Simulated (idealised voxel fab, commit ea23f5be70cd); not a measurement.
The process module presented herein is designated voxel plated lines.
Cross-sectional view cut (width: 180 nm; square cell size: 5 nm).
Reading order for cross-sections: top band down to bottom band. Underlying form: a grid of square cells. Band size: one or more rows of cells.
Per band: top height and bottom height in nm, followed by the left-to-right materials and their widths in nm; "all across" marks a single material spanning edge to edge, "air" marks empty space.
Heights are reckoned from 0. Under this level, the received wafer is all of one material. The bottommost band is open-ended downward, for example "0 down".
The width entry "30 to 40" should be interpreted row by row: the top row of cells in the band takes the first number, the bottom row takes the second number, and the change between adjacent rows is uniform throughout.
A step reported as "nothing altered" is a step in which no cell of the cross-section changed.
You'll see "Entrapped void list" listing empty spaces that have no way open to the top, as long as they're 8 cells or more; the notation is width x height at distance, where the distance is from the left edge, and all of it is in nm.
Formally, on a step line, whatever follows the settings is a remark that the simulator itself makes on the step.
A step line may carry the setting "overlay nm", which, for steps involving a mask, states the distance by which the mask lay to the right of its intended position; negative values denote displacement to the left.

This section lists the process steps that were planned:
1 RECEIVE (material Si)
2 CONFORMAL_DEP (material Al2O3; thk nm 15)
3 DIRECTIONAL_DEP (material TiN; thk nm 5)
4 PATTERN (tone open; mask id LINES; material resist; width nm 15; pitch nm 35; thk nm 25; overlay nm 0)
5 EPI (material Ru; thk nm 10)
6 EPI (material Ru; thk nm 10)
7 STRIP (etch materials resist)
8 DIRECTIONAL_ETCH (etch materials TiN; depth nm 5)
9 CONFORMAL_DEP (material SiO2; thk nm 10)

Cross-section: wafer on arrival = after step 1:
- 0 down  Si all across
- Entrapped void list: none

Module complete, cross-section. Starting point and plan per above. One mistake made in running the module:
- 50 to 40  air: 50; SiO2: 70; air: 60
- 40 to 25  air: 50; SiO2: 10; Ru: 15; SiO2: 20; Ru: 15; SiO2: 10; air: 60
- 25 to 20  SiO2: 60; Ru: 15; SiO2: 20; Ru: 15; SiO2: 70
- 20 to 15  SiO2: 60; TiN: 15; SiO2: 20; TiN: 15; SiO2: 70
- 15 to 0  Al2O3 all across
- 0 down  Si all across
- Entrapped void list: none
What was the processing mistake? in deviation from the planned setting, step 4 was conducted as PATTERN (tone open; mask id LINES; material resist; width nm 15; pitch nm 35; thk nm 25; overlay nm -5)
